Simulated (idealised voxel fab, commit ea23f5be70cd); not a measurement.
The document below concerns the process module designated voxel wiring stack.
Cross-section cut: width 160 nm, square cells of 5 nm.
This document writes a cross-section as a grid whose cells are square, and gives it as bands, listed from the top down; one or more rows of cells form a band. It is stipulated that each band's entry specify, in nanometres, the height of the top of the band and then that of its bottom, followed by the materials of the band in left-to-right sequence, each together with its width in nanometres. A single material marked by the word "all across" is understood to fill the band from edge to edge; the word "blank" is understood to denote empty space. The reference from which all heights are counted is 0, the level beneath which the as-received wafer is entirely one material; the lowest band, having no lower bound, proceeds downward and is written after the example "0 and below". Width: "30..40" (first number = top row, second number = bottom row, same change from row to row of cells). Where a step carries "same as before", the cross-section came out of it unchanged, cell for cell. Entry "Closed cavity list". Content: empty spaces with no open connection to the top, size 8 cells or greater. Each: width x height at distance. Distance: from left edge. Unit: nm. On each step's line, the part that comes after the settings is the simulator's own comment on the step. The optional step-line setting "overlay nm" applies to steps with a mask and quantifies how far to the right of its planned location the mask lay, a negative value indicating leftward placement. Guide to the pairs. Each holds a before and an after cross-section around one process step; the after cross-section is cut off at the lowest band that changed. Look under the pair for the step between them and its settings. Pairs can come from different runs of this module on the same starting wafer, so a pair follows on from the one above it only where its entry headed "Structure before processing" says it does.

**Structure before processing**
* 100 down to 95  SiCN all across
* 95 down to 85  lowk (45)  TiN (5)  Cu (5)  TiN (5)  lowk (100)
* 85 down to 80  SiCN (45)  TiN (15)  SiCN (100)
* 80 down to 65  SiO2 (45)  TiN (5)  Cu (15)  TiN (5)  SiO2 (20)  TiN (5)  Cu (15)  TiN (5)  SiO2 (45)
* 65 down to 60  SiO2 (45)  TiN (5)  Cu (5)  TiN (15)  SiO2 (20)  TiN (25)  SiO2 (45)
* 60 down to 50  SiO2 (45)  TiN (5)  Cu (5)  TiN (5)  SiO2 (100)
* 50 down to 45  SiCN (45)  TiN (15)  SiCN (100)
* 45 down to 20  SiO2 (40)  TiN (5)  Ru (15)  TiN (5)  SiO2 (20)  TiN (5)  Ru (15)  TiN (5)  SiO2 (50)
* 20 down to 15  SiN (40)  TiN (25)  SiN (20)  TiN (25)  SiN (50)
* 15 down to 0  SiO2 all across
* 0 and below  Si all across
* Closed cavity list: none

**State After Step**
* 120 down to 100  SiO2 all across
* Rest of section, below 100: as before.
* Closed cavity list: none
Applied between the two views above: DIRECTIONAL_DEP | material SiO2 | thk nm 20

Structure before processing: after-state, pair directly above.

**State After Step**
* 120 down to 100  SiO2 (45)  blank (25)  SiO2 (20)  blank (25)  SiO2 (45)
* Rest of section, below 100: as before.
* Closed cavity list: none
Applied between the two views above: MASKED_ETCH | tone open | mask id METAL_3 | width nm 25 | pitch nm 45 | etch materials SiO2 | depth nm 20 | overlay nm 0

Structure before processing: after-state, pair directly above.

**State After Step**
* 120 down to 100  SiO2 (45)  blank (25)  SiO2 (20)  blank (25)  SiO2 (45)
* 100 down to 95  SiCN (45)  blank (25)  SiCN (20)  blank (25)  SiCN (45)
* Rest of section, below 95: as before.
* Closed cavity list: none
Applied between the two views above: MASKED_ETCH | tone open | mask id METAL_3 | width nm 25 | pitch nm 45 | etch materials SiCN | depth nm 5 | overlay nm 0

Structure before processing: after-state, pair directly above.

**State After Step**
* 125 down to 120  TiN (50)  blank (15)  TiN (30)  blank (15)  TiN (50)
* 120 down to 100  SiO2 (45)  TiN (5)  blank (15)  TiN (5)  SiO2 (20)  TiN (5)  blank (15)  TiN (5)  SiO2 (45)
* 100 down to 95  SiCN (45)  TiN (25)  SiCN (20)  TiN (25)  SiCN (45)
* Rest of section, below 95: as before.
* Closed cavity list: none
Applied between the two views above: CONFORMAL_DEP | material TiN | thk nm 5

Structure before processing: after-state, pair directly above.

**State After Step**
* 130 down to 125  Cu all across
* 125 down to 120  TiN (50)  Cu (15)  TiN (30)  Cu (15)  TiN (50)
* 120 down to 100  SiO2 (45)  TiN (5)  Cu (15)  TiN (5)  SiO2 (20)  TiN (5)  Cu (15)  TiN (5)  SiO2 (45)
* Rest of section, below 100: as before.
* Closed cavity list: none
Applied between the two views above: FILL_DEP | material Cu | thk nm 5

Structure before processing: after-state, pair directly above.

**State After Step**
* 120 down to 100  SiO2 (45)  TiN (5)  Cu (15)  TiN (5)  SiO2 (20)  TiN (5)  Cu (15)  TiN (5)  SiO2 (45)
* Rest of section, below 100: as before.
* Closed cavity list: none
Applied between the two views above: CMP | height nm 120

Structure before processing: after-state, pair directly above.

**State After Step**
* 125 down to 120  SiCN all across
* Rest of section, below 120: as before.
* Closed cavity list: none
Applied between the two views above: CONFORMAL_DEP | material SiCN | thk nm 5

**Structure before processing**
* 100 down to 95  TiN (50)  blank (5)  TiN (105)
* 95 down to 85  lowk (45)  TiN (5)  blank (5)  TiN (5)  lowk (100)
* 85 down to 80  SiCN (45)  TiN (15)  SiCN (100)
* 80 down to 65  SiO2 (45)  TiN (5)  Cu (15)  TiN (5)  SiO2 (20)  TiN (5)  Cu (15)  TiN (5)  SiO2 (45)
* 65 down to 60  SiO2 (45)  TiN (5)  Cu (5)  TiN (15)  SiO2 (20)  TiN (25)  SiO2 (45)
* 60 down to 50  SiO2 (45)  TiN (5)  Cu (5)  TiN (5)  SiO2 (100)
* 50 down to 45  SiCN (45)  TiN (15)  SiCN (100)
* 45 down to 20  SiO2 (45)  TiN (5)  Ru (15)  TiN (5)  SiO2 (20)  TiN (5)  Ru (15)  TiN (5)  SiO2 (45)
* 20 down to 15  SiN (45)  TiN (25)  SiN (20)  TiN (25)  SiN (45)
* 15 down to 0  SiO2 all across
* 0 and below  Si all across
* Closed cavity list: none

**State After Step**
* 105 down to 100  SiN all across
* 100 down to 95  TiN (50)  SiN (5)  TiN (105)
* 95 down to 85  lowk (45)  TiN (5)  SiN (5)  TiN (5)  lowk (100)
* Rest of section, below 85: as before.
* Closed cavity list: none
Applied between the two views above: FILL_DEP | material SiN | thk nm 5

Structure before processing: after-state, pair directly above.

**State After Step**
* 95 down to 85  lowk (45)  TiN (5)  SiN (5)  TiN (5)  lowk (100)
* Rest of section, below 85: as before.
* Closed cavity list: none
Applied between the two views above: CMP | height nm 95

Structure before processing: after-state, pair directly above.

**State After Step**
* 100 down to 95  SiCN all across
* Rest of section, below 95: as before.
* Closed cavity list: none
Applied between the two views above: CONFORMAL_DEP | material SiCN | thk nm 5

Structure before processing: after-state, pair directly above.

**State After Step**
* 120 down to 100  SiO2 all across
* Rest of section, below 100: as before.
* Closed cavity list: none
Applied between the two views above: DIRECTIONAL_DEP | material SiO2 | thk nm 20

Structure before processing: after-state, pair directly above.

**State After Step**
* 120 down to 100  SiO2 (45)  blank (25)  SiO2 (20)  blank (25)  SiO2 (45)
* Rest of section, below 100: as before.
* Closed cavity list: none
Applied between the two views above: MASKED_ETCH | tone open | mask id METAL_3 | width nm 25 | pitch nm 45 | etch materials SiO2 | depth nm 20 | overlay nm 0

Structure before processing: after-state, pair directly above.

**State After Step**
* 120 down to 100  SiO2 (45)  blank (25)  SiO2 (20)  blank (25)  SiO2 (45)
* 100 down to 95  SiCN (45)  blank (25)  SiCN (20)  blank (25)  SiCN (45)
* Rest of section, below 95: as before.
* Closed cavity list: none
Applied between the two views above: MASKED_ETCH | tone open | mask id METAL_3 | width nm 25 | pitch nm 45 | etch materials SiCN | depth nm 5 | overlay nm 0

Structure before processing: after-state, pair directly above.

**State After Step**
* 125 down to 120  TiN (50)  blank (15)  TiN (30)  blank (15)  TiN (50)
* 120 down to 100  SiO2 (45)  TiN (5)  blank (15)  TiN (5)  SiO2 (20)  TiN (5)  blank (15)  TiN (5)  SiO2 (45)
* 100 down to 95  SiCN (45)  TiN (25)  SiCN (20)  TiN (25)  SiCN (45)
* Rest of section, below 95: as before.
* Closed cavity list: none
Applied between the two views above: CONFORMAL_DEP | material TiN | thk nm 5

Structure before processing: after-state, pair directly above.

**State After Step**
* 130 down to 125  Cu all across
* 125 down to 120  TiN (50)  Cu (15)  TiN (30)  Cu (15)  TiN (50)
* 120 down to 100  SiO2 (45)  TiN (5)  Cu (15)  TiN (5)  SiO2 (20)  TiN (5)  Cu (15)  TiN (5)  SiO2 (45)
* Rest of section, below 100: as before.
* Closed cavity list: none
Applied between the two views above: FILL_DEP | material Cu | thk nm 5

Structure before processing: after-state, pair directly above.

**State After Step**
* 120 down to 100  SiO2 (45)  TiN (5)  Cu (15)  TiN (5)  SiO2 (20)  TiN (5)  Cu (15)  TiN (5)  SiO2 (45)
* Rest of section, below 100: as before.
* Closed cavity list: none
Applied between the two views above: CMP | height nm 120

Structure before processing: after-state, pair directly above.

**State After Step**
* 125 down to 120  SiCN all across
* Rest of section, below 120: as before.
* Closed cavity list: none
Applied between the two views above: CONFORMAL_DEP | material SiCN | thk nm 5

**Structure before processing**
* 80 down to 50  SiO2 all across
* 50 down to 45  SiCN all across
* 45 down to 20  SiO2 (45)  TiN (5)  Ru (15)  TiN (5)  SiO2 (20)  TiN (5)  Ru (15)  TiN (5)  SiO2 (45)
* 20 down to 15  SiN (45)  TiN (25)  SiN (20)  TiN (25)  SiN (45)
* 15 down to 0  SiO2 all across
* 0 and below  Si all across
* Closed cavity list: none

**State After Step**
* 80 down to 60  blank (45)  SiO2 (25)  blank (20)  SiO2 (25)  blank (45)
* Rest of section, below 60: as before.
* Closed cavity list: none
Applied between the two views above: MASKED_ETCH | tone cover | mask id METAL_2 | width nm 25 | pitch nm 45 | etch materials SiO2 | depth nm 20 | overlay nm 0

Structure before processing: after-state, pair directly above.

**State After Step**
* 100 down to 80  resist (45)  blank (15)  resist (100)
* 80 down to 60  resist (45)  SiO2 (25)  resist (20)  SiO2 (25)  resist (45)
* Rest of section, below 60: as before.
* Closed cavity list: none
Applied between the two views above: PATTERN | tone open | mask id METAL_2_HOLES | material resist | width nm 15 | thk nm 20 | overlay nm 0

Structure before processing: after-state, pair directly above.

**State After Step**
* 100 down to 80  resist (45)  blank (15)  resist (100)
* 80 down to 70  resist (45)  blank (15)  SiO2 (10)  resist (20)  SiO2 (25)  resist (45)
* Rest of section, below 70: as before.
* Closed cavity list: none
Applied between the two views above: DIRECTIONAL_ETCH | etch materials SiO2 | depth nm 10

Structure before processing: after-state, pair directly above.

**State After Step**
* 80 down to 70  blank (60)  SiO2 (10)  blank (20)  SiO2 (25)  blank (45)
* 70 down to 60  blank (45)  SiO2 (25)  blank (20)  SiO2 (25)  blank (45)
* Rest of section, below 60: as before.
* Closed cavity list: none
Applied between the two views above: STRIP | etch materials resist

Structure before processing: after-state, pair directly above.

**State After Step**
* 85 down to 80  blank (55)  TiN (20)  blank (10)  TiN (35)  blank (40)
* 80 down to 70  blank (55..40)  TiN (5..20)  SiO2 (10)  TiN (5)  blank (10)  TiN (5)  SiO2 (25)  TiN (5)  blank (40)
* 70 down to 65  blank (40)  TiN (5)  SiO2 (25)  TiN (5)  blank (10)  TiN (5)  SiO2 (25)  TiN (5)  blank (40)
* 65 down to 60  TiN (45)  SiO2 (25)  TiN (20)  SiO2 (25)  TiN (45)
* Rest of section, below 60: as before.
* Closed cavity list: none
Applied between the two views above: CONFORMAL_DEP | material TiN | thk nm 5

Structure before processing: after-state, pair directly above.

**State After Step**
* 95 down to 85  Cu all across
* 85 down to 80  Cu (55)  TiN (20)  Cu (10)  TiN (35)  Cu (40)
* 80 down to 70  Cu (55..40)  TiN (5..20)  SiO2 (10)  TiN (5)  Cu (10)  TiN (5)  SiO2 (25)  TiN (5)  Cu (40)
* 70 down to 65  Cu (40)  TiN (5)  SiO2 (25)  TiN (5)  Cu (10)  TiN (5)  SiO2 (25)  TiN (5)  Cu (40)
* Rest of section, below 65: as before.
* Closed cavity list: none
Applied between the two views above: FILL_DEP | material Cu | thk nm 10

Structure before processing: after-state, pair directly above.

**State After Step**
* 80 down to 70  Cu (55..40)  TiN (5..20)  SiO2 (10)  TiN (5)  Cu (10)  TiN (5)  SiO2 (25)  TiN (5)  Cu (40)
* Rest of section, below 70: as before.
* Closed cavity list: none
Applied between the two views above: CMP | height nm 80

Structure before processing: after-state, pair directly above.

**State After Step**
* 85 down to 80  SiCN all across
* Rest of section, below 80: as before.
* Closed cavity list: none
Applied between the two views above: CONFORMAL_DEP | material SiCN | thk nm 5

Structure before processing: after-state, pair directly above.

**State After Step**
* 95 down to 85  lowk all across
* Rest of section, below 85: as before.
* Closed cavity list: none
Applied between the two views above: DIRECTIONAL_DEP | material lowk | thk nm 10

Structure before processing: after-state, pair directly above.

**State After Step**
* 95 down to 85  lowk (45)  blank (15)  lowk (100)
* Rest of section, below 85: as before.
* Closed cavity list: none
Applied between the two views above: MASKED_ETCH | tone open | mask id PLUG_2 | width nm 15 | etch materials lowk | depth nm 10 | overlay nm 0

Structure before processing: after-state, pair directly above.

**State After Step**
* 95 down to 85  lowk (45)  blank (15)  lowk (100)
* 85 down to 80  SiCN (45)  blank (15)  SiCN (100)
* Rest of section, below 80: as before.
* Closed cavity list: none
Applied between the two views above: MASKED_ETCH | tone open | mask id PLUG_2 | width nm 15 | etch materials SiCN | depth nm 5 | overlay nm 0

Structure before processing: after-state, pair directly above.

**State After Step**
* 100 down to 95  TiN (50)  blank (5)  TiN (105)
* 95 down to 85  lowk (45)  TiN (5)  blank (5)  TiN (5)  lowk (100)
* 85 down to 80  SiCN (45)  TiN (15)  SiCN (100)
* Rest of section, below 80: as before.
* Closed cavity list: none
Applied between the two views above: CONFORMAL_DEP | material TiN | thk nm 5

Structure before processing: after-state, pair directly above.

**State After Step**
* 105 down to 100  Cu all across
* 100 down to 95  TiN (50)  Cu (5)  TiN (105)
* 95 down to 85  lowk (45)  TiN (5)  Cu (5)  TiN (5)  lowk (100)
* Rest of section, below 85: as before.
* Closed cavity list: none
Applied between the two views above: FILL_DEP | material Cu | thk nm 5

Structure before processing: after-state, pair directly above.

**State After Step**
* 95 down to 85  lowk (45)  TiN (5)  Cu (5)  TiN (5)  lowk (100)
* Rest of section, below 85: as before.
* Closed cavity list: none
Applied between the two views above: CMP | height nm 95

Structure before processing: after-state, pair directly above.

**State After Step**
* 100 down to 95  SiCN all across
* Rest of section, below 95: as before.
* Closed cavity list: none
Applied between the two views above: CONFORMAL_DEP | material SiCN | thk nm 5

Structure before processing: after-state, pair directly above.

**State After Step**
* 120 down to 100  SiO2 all across
* Rest of section, below 100: as before.
* Closed cavity list: none
Applied between the two views above: DIRECTIONAL_DEP | material SiO2 | thk nm 20

Structure before processing: after-state, pair directly above.

**State After Step**
* 120 down to 100  SiO2 (45)  blank (25)  SiO2 (20)  blank (25)  SiO2 (45)
* Rest of section, below 100: as before.
* Closed cavity list: none
Applied between the two views above: MASKED_ETCH | tone open | mask id METAL_3 | width nm 25 | pitch nm 45 | etch materials SiO2 | depth nm 20 | overlay nm 0

Structure before processing: after-state, pair directly above.

**State After Step**
* 120 down to 100  SiO2 (45)  blank (25)  SiO2 (20)  blank (25)  SiO2 (45)
* 100 down to 95  SiCN (45)  blank (25)  SiCN (20)  blank (25)  SiCN (45)
* Rest of section, below 95: as before.
* Closed cavity list: none
Applied between the two views above: MASKED_ETCH | tone open | mask id METAL_3 | width nm 25 | pitch nm 45 | etch materials SiCN | depth nm 5 | overlay nm 0

Structure before processing: after-state, pair directly above.

**State After Step**
* 125 down to 120  TiN (50)  blank (15)  TiN (30)  blank (15)  TiN (50)
* 120 down to 100  SiO2 (45)  TiN (5)  blank (15)  TiN (5)  SiO2 (20)  TiN (5)  blank (15)  TiN (5)  SiO2 (45)
* 100 down to 95  SiCN (45)  TiN (25)  SiCN (20)  TiN (25)  SiCN (45)
* Rest of section, below 95: as before.
* Closed cavity list: none
Applied between the two views above: CONFORMAL_DEP | material TiN | thk nm 5

Structure before processing: after-state, pair directly above.

**State After Step**
* 130 down to 125  Cu all across
* 125 down to 120  TiN (50)  Cu (15)  TiN (30)  Cu (15)  TiN (50)
* 120 down to 100  SiO2 (45)  TiN (5)  Cu (15)  TiN (5)  SiO2 (20)  TiN (5)  Cu (15)  TiN (5)  SiO2 (45)
* Rest of section, below 100: as before.
* Closed cavity list: none
Applied between the two views above: FILL_DEP | material Cu | thk nm 5

Structure before processing: after-state, pair directly above.

**State After Step**
* 120 down to 100  SiO2 (45)  TiN (5)  Cu (15)  TiN (5)  SiO2 (20)  TiN (5)  Cu (15)  TiN (5)  SiO2 (45)
* Rest of section, below 100: as before.
* Closed cavity list: none
Applied between the two views above: CMP | height nm 120

Structure before processing: after-state, pair directly above.

**State After Step**
* 125 down to 120  SiCN all across
* Rest of section, below 120: as before.
* Closed cavity list: none
Applied between the two views above: CONFORMAL_DEP | material SiCN | thk nm 5
